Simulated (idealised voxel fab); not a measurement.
Process module under the name voxel double patterning
cross-section cut | 215 nm wide | cells 5 nm
For the purposes of this document, a cross-section shall be understood as a grid of square cells, specified as bands listed in top-to-bottom order, each band consisting of one or more rows of cells. What a band's entry tells you: where the top is and where the bottom is, as heights in nm, and after that what lies inside, material by material from left to right, each with its width in nm. Empty space is written as the word "empty", and a single material marked with the word "all across" occupies the band from edge to edge. Heights from 0 (as-received wafer is one material below). Bottom band endless downward, as "0 -> down". Read "30->40" as a graded width: first number on top, second number at the bottom, same change between each pair of neighbouring rows. Any step labelled "nothing got changed" changed none of the cells in the cross-section. In the "Sealed-off cavities" entry, you get each enclosed empty space of 8 cells or more, one with no open way to the top, written width x height at distance, distance from the left edge, in nm. On each step's line, the part that comes after the settings is the simulator's own comment on the step. overlay nm: mask offset rightward from planned place, masked step; negative means leftward offset.

### So here's the lineup of process steps we planned
1 RECEIVE, material Si
2 CONFORMAL_DEP, material SiO2, thk nm 5
3 DIRECTIONAL_DEP, material W, thk nm 20
4 DIRECTIONAL_DEP, material SiCN, thk nm 5
5 DIRECTIONAL_DEP, material aC, thk nm 10
6 PATTERN, tone open, mask id FIRST, material resist, width nm 15, pitch nm 50, thk nm 25, overlay nm 0
7 DIRECTIONAL_ETCH, etch materials aC, depth nm 10
8 STRIP, etch materials resist
9 DIRECTIONAL_ETCH, etch materials SiCN, depth nm 5
10 STRIP, etch materials aC
11 MASKED_ETCH, tone open, mask id SECOND, width nm 15, pitch nm 50, etch materials SiCN, depth nm 5, overlay nm 0
12 DIRECTIONAL_ETCH, etch materials W, depth nm 20
13 STRIP, etch materials SiCN

### Wafer as received: cross-section following step 1
	0 -> down  Si all across
	Sealed-off cavities: none

### Final wafer profile in cross-section after the module, from the same start and plan as above, with one mistake made during processing
	30 -> 10  50 W, 15 empty, 10 W, 15 empty, 10 W, 15 empty, 10 W, 15 empty, 10 W, 15 empty, 50 W
	10 -> 5  W all across
	5 -> 0  SiO2 all across
	0 -> down  Si all across
	Sealed-off cavities: none
Diagnosis: step 3 did not happen as planned, as run it was DIRECTIONAL_DEP, material W, thk nm 25
